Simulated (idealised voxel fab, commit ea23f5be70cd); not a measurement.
This section sets out a process module, namely voxel ribs on slabs.
The width of the displayed cross-section, cut, is 295 nm; its cells are square, with a size of 5 nm.
Cross-section layout: square cells on a grid; listed as bands, top to bottom; a band spans one or more cell rows.
A band entry consists of two parts. The first gives the height of the band's top and the height of its bottom, in nm. The rest lists the band's materials from left to right, each with its width in nm. A single material labelled with the word "edge to edge" fills the band from edge to edge, and the word "blank" marks empty space.
Heads up on the height convention: 0 is the point under which the incoming wafer is all one material, and the lowest band has no bottom, it just keeps going down, like "z 0 and below".
Read "30 to 40" as a graded width: first number on top, second number at the bottom, same change between each pair of neighbouring rows.
Basically "changes: none" means that step didn't change any cell in the cross-section.
The entry "Entrapped voids" lists the empty spaces that cover at least 8 cells and have no open path to the top. Each is written as width x height at distance, where the distance is measured from the left edge and all three values are in nm.
The remark found on a step's line after its settings is issued by the simulator itself and pertains to that step.
A step line may carry the setting "overlay nm", which, for steps involving a mask, states the distance by which the mask lay to the right of its intended position; negative values denote displacement to the left.

plan:
1 RECEIVE [material Si]
2 DIRECTIONAL_DEP [material SiO2] [thk nm 30]
3 DIRECTIONAL_DEP [material SiN] [thk nm 25]
4 DIRECTIONAL_DEP [material aC] [thk nm 15]
5 PATTERN [tone cover] [mask id RIB] [material resist] [width nm 15] [thk nm 30] [overlay nm 0]
6 DIRECTIONAL_ETCH [etch materials aC] [depth nm 15]
7 STRIP [etch materials resist]
8 DIRECTIONAL_ETCH [etch materials SiN] [depth nm 20]
9 STRIP [etch materials aC]
10 MASKED_ETCH [tone cover] [mask id SLAB] [width nm 55] [etch materials SiN] [depth nm 5] [overlay nm 0]
11 FILL_DEP [material SiO2] [thk nm 30]
12 CMP [height nm 75]
13 DIRECTIONAL_DEP [material W] [thk nm 5]
14 DIRECTIONAL_DEP [material aC] [thk nm 15]
15 PATTERN [tone cover] [mask id HEATER] [material resist] [width nm 25] [thk nm 30] [overlay nm 0]
16 DIRECTIONAL_ETCH [etch materials aC] [depth nm 15]
17 STRIP [etch materials resist]
18 DIRECTIONAL_ETCH [etch materials W] [depth nm 5]
19 STRIP [etch materials aC]
20 CONFORMAL_DEP [material SiN] [thk nm 5]

Cross-section of the wafer upon arrival, representing the state reached after step 1:
* z 0 and below: Si edge to edge
* Entrapped voids: none

Final cross-section, module run with one mistake (start and plan as above):
* z 85 to 80: 130 blank, then 35 SiN, then 130 blank
* z 80 to 75: 135 SiN, then 25 W, then 135 SiN
* z 75 to 55: SiO2 edge to edge
* z 55 to 35: 140 SiO2, then 15 SiN, then 140 SiO2
* z 35 to 30: 125 SiO2, then 45 SiN, then 125 SiO2
* z 30 to 0: SiO2 edge to edge
* z 0 and below: Si edge to edge
* Entrapped voids: none
The mistake made against the process plan was this: step 10: run off-plan, actual operation and settings MASKED_ETCH [tone cover] [mask id SLAB] [width nm 45] [etch materials SiN] [depth nm 5] [overlay nm 0]
